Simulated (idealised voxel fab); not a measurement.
process module | voxel self aligned vias
cross-section cut | 235 nm wide | cells 5 nm
A cross-section is a grid of square cells, given in bands from the top down. A band is one or more rows of cells.
Each band's line starts with the height of the band's top and of its bottom, in nm. Then come its materials from left to right, each with its width in nm. One material with "throughout" fills the band from edge to edge. "air" is empty space.
Height 0 is the level under which the wafer as received is all one material. The lowest band goes on downwards, as in "0 down".
A width such as "30 to 40" changes by the same amount from each row of cells to the next, from the band's top row to its bottom row.
"no change" after a step means that no cell of the cross-section changed.
closed voids: empty space of 8 cells or more with no open way to the top, each as width x height at its distance from the left edge, in nm
after a step's settings: what the simulator itself notes on the step
overlay nm, on a step with a mask: how far to the right of its planned place the mask lay; to the left if negative
plan
1 op RECEIVE | material Si
2 op CONFORMAL_DEP | material SiO2 | thk nm 10
3 op CONFORMAL_DEP | material SiCN | thk nm 5
4 op DIRECTIONAL_DEP | material lowk | thk nm 20
5 op MASKED_ETCH | tone open | mask id LINES | width nm 30 | pitch nm 70 | etch materials lowk | depth nm 20 | overlay nm 0
6 op CONFORMAL_DEP | material TiN | thk nm 5
7 op FILL_DEP | material W | thk nm 10
8 op CMP | height nm 35
9 op SELECTIVE_ETCH | etch materials W Ru TiN | depth nm 5
10 op FILL_DEP | material SiN | thk nm 5
11 op CMP | height nm 35
12 op DIRECTIONAL_DEP | material lowk | thk nm 15
13 op PATTERN | tone open | mask id VIAS | material resist | width nm 50 | thk nm 20 | overlay nm 0
14 op DIRECTIONAL_ETCH | etch materials lowk | depth nm 15
15 op DIRECTIONAL_ETCH | etch materials SiN | depth nm 5
16 op STRIP | etch materials resist
17 op CONFORMAL_DEP | material TiN | thk nm 5
18 op FILL_DEP | material Cu | thk nm 5
19 op CMP | height nm 50
20 op CONFORMAL_DEP | material SiCN | thk nm 5
as received, after step 1
  0 down: Si throughout
  closed voids: none
a wafer at the end: this start, this plan, one mistake
  55 to 50: SiCN throughout
  50 to 40: lowk 55 | TiN 5 | Cu 40 | TiN 5 | lowk 130
  40 to 35: lowk 55 | TiN 50 | lowk 130
  35 to 30: SiCN throughout
  30 to 10: lowk throughout
  10 to 0: SiO2 throughout
  0 down: Si throughout
  closed voids: none
what went wrong: steps 3 and 4 were swapped
